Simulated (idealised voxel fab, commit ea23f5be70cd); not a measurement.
process module | voxel released beams
cross-section cut | 200 nm wide | cells 5 nm
A cross-section is a grid of square cells, given in bands from the top down. A band is one or more rows of cells.
Each band's line starts with the height of the band's top and of its bottom, in nm. Then come its materials from left to right, each with its width in nm. One material with "throughout" fills the band from edge to edge. "air" is empty space.
Height 0 is the level under which the wafer as received is all one material. The lowest band goes on downwards, as in "0 down".
A width such as "30 to 40" changes by the same amount from each row of cells to the next, from the band's top row to its bottom row.
"no change" after a step means that no cell of the cross-section changed.
closed voids: empty space of 8 cells or more with no open way to the top, each as width x height at its distance from the left edge, in nm
after a step's settings: what the simulator itself notes on the step
overlay nm, on a step with a mask: how far to the right of its planned place the mask lay; to the left if negative
plan
1 op RECEIVE | material Si
2 op CONFORMAL_DEP | material SiN | thk nm 5
3 op DIRECTIONAL_DEP | material SiO2 | thk nm 15
4 op DIRECTIONAL_DEP | material aC | thk nm 15
5 op PATTERN | tone open | mask id ANCHOR | material resist | width nm 45 | thk nm 30 | overlay nm 0
6 op DIRECTIONAL_ETCH | etch materials aC | depth nm 15
7 op STRIP | etch materials resist
8 op DIRECTIONAL_ETCH | etch materials SiO2 | depth nm 15
9 op STRIP | etch materials aC
10 op CONFORMAL_DEP | material W | thk nm 15
11 op PATTERN | tone cover | mask id BEAM | material resist | width nm 90 | thk nm 20 | overlay nm 0
12 op DIRECTIONAL_ETCH | etch materials W | depth nm 15
13 op STRIP | etch materials resist
14 op STRIP | etch materials SiO2
as received, after step 1
  0 down: Si throughout
  closed voids: none
first wafer at the end, as planned
  35 to 20: air 50 | W 20 | air 15 | W 55 | air 60
  20 to 5: air 55 | W 45 | air 100
  5 to 0: SiN throughout
  0 down: Si throughout
  closed voids: none
second wafer at the end: like start, like plan, one mistake
  35 to 30: air 50 | W 20 | air 15 | W 55 | air 60
  30 to 20: W 70 | air 15 | W 115
  20 to 5: SiO2 55 | W 45 | SiO2 100
  5 to 0: SiN throughout
  0 down: Si throughout
  closed voids: none
what went wrong: step 12 ran as: op DIRECTIONAL_ETCH | etch materials W | depth nm 5
at the end the second wafer has, in cells: 93 more of SiO2 | 44 more of W
